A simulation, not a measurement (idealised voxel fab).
Process module under the name voxel self aligned contacts
Cross-section cut spans 260 nm and uses square cells 5 nm in size.
Think of the cross-section as a grid of square cells. We describe it in bands, top to bottom, and each band covers one or more rows of those cells. Band: top and bottom heights (nm) first, top before bottom; then materials from left to right, widths in nm. "everywhere" marks a sole material filling the band edge to edge. "air" denotes empty space. Below 0: as-received wafer, all one material; heights counted from there. Lowest band: no bottom, goes on down, written "top 0, no bottom". With a width like "30 to 40", each row of cells in the band differs from the next by the same amount, the top row carrying the first number and the bottom row the second. You'll sometimes find "remains unaltered" written for a step, and that's the way of saying that nowhere in the cross-section did a cell change during that step. This entry, "Enclosed void entries", enumerates those empty regions of no fewer than 8 cells that possess no open connection to the top. Each region is reported in the form width x height at distance, the distance being taken from the left edge, with all three quantities expressed in nm. The remark found on a step's line after its settings is issued by the simulator itself and pertains to that step. Regarding "overlay nm": on a step with a mask, it is the distance the mask lay to the right of its planned place; a negative value places it to the left.

Set out below are the planned steps of the process:
1) RECEIVE, material Si
2) OXIDIZE, depth nm 5
3) DIRECTIONAL_DEP, material polySi, thk nm 30
4) DIRECTIONAL_DEP, material SiN, thk nm 15
5) MASKED_ETCH, tone cover, mask id GATE, width nm 35, pitch nm 70, etch materials SiN, depth nm 15, overlay nm 0
6) MASKED_ETCH, tone cover, mask id GATE, width nm 35, pitch nm 70, etch materials polySi, depth nm 30, overlay nm 0
7) CONFORMAL_DEP, material SiN, thk nm 5
8) DIRECTIONAL_ETCH, etch materials SiN, depth nm 5
9) FILL_DEP, material SiO2, thk nm 15
10) CMP, height nm 50
11) PATTERN, tone open, mask id CONTACT, material resist, width nm 45, pitch nm 70, thk nm 15, overlay nm 0
12) DIRECTIONAL_ETCH, etch materials SiO2, depth nm 55
13) STRIP, etch materials resist
14) CONFORMAL_DEP, material TiN, thk nm 5
15) FILL_DEP, material Ru, thk nm 10
16) CMP, height nm 50
17) CONFORMAL_DEP, material SiCN, thk nm 5

As-received state of the wafer in cross-section, equivalent to post-step 1:
* top 0, no bottom = Si everywhere
* Enclosed void entries: none

End-of-module cross-section of the first of two wafers, processed as planned:
* top 55, bottom 50 = SiCN everywhere
* top 50, bottom 45 = 70 of SiO2 | 15 of TiN | 15 of Ru | 15 of TiN | 25 of SiO2 | 15 of TiN | 15 of Ru | 15 of TiN | 75 of SiO2
* top 45, bottom 30 = 35 of SiO2 | 45 of SiN | 5 of TiN | 15 of Ru | 5 of TiN | 45 of SiN | 5 of TiN | 15 of Ru | 5 of TiN | 45 of SiN | 40 of SiO2
* top 30, bottom 0 = 35 of SiO2 | 5 of SiN | 35 of polySi | 5 of SiN | 5 of TiN | 15 of Ru | 5 of TiN | 5 of SiN | 35 of polySi | 5 of SiN | 5 of TiN | 15 of Ru | 5 of TiN | 5 of SiN | 35 of polySi | 5 of SiN | 40 of SiO2
* top 0, bottom -5 = 80 of SiO2 | 25 of TiN | 45 of SiO2 | 25 of TiN | 85 of SiO2
* top -5, no bottom = Si everywhere
* Enclosed void entries: none

Second of two wafers, module complete, sectioned: it shares the first wafer's start and plan but was run with one mistake:
* top 55, bottom 50 = SiCN everywhere
* top 50, bottom 45 = 70 of SiO2 | 15 of TiN | 15 of Ru | 15 of TiN | 25 of SiO2 | 15 of TiN | 15 of Ru | 15 of TiN | 75 of SiO2
* top 45, bottom 30 = 35 of SiO2 | 45 of SiN | 5 of TiN | 15 of Ru | 5 of TiN | 45 of SiN | 5 of TiN | 15 of Ru | 5 of TiN | 45 of SiN | 40 of SiO2
* top 30, bottom 25 = 80 of SiO2 | 25 of TiN | 45 of SiO2 | 25 of TiN | 85 of SiO2
* top 25, bottom 0 = polySi everywhere
* top 0, no bottom = Si everywhere
* Enclosed void entries: none
Heads up, the wafer didn't run the way we planned it: swap of plan steps 2 and 3 during execution
Heads up, by the end the second wafer has more or fewer cells of some materials compared to the first: -36 Ru | +52 Si | -36 SiN | -90 SiO2 | -24 TiN | +134 polySi
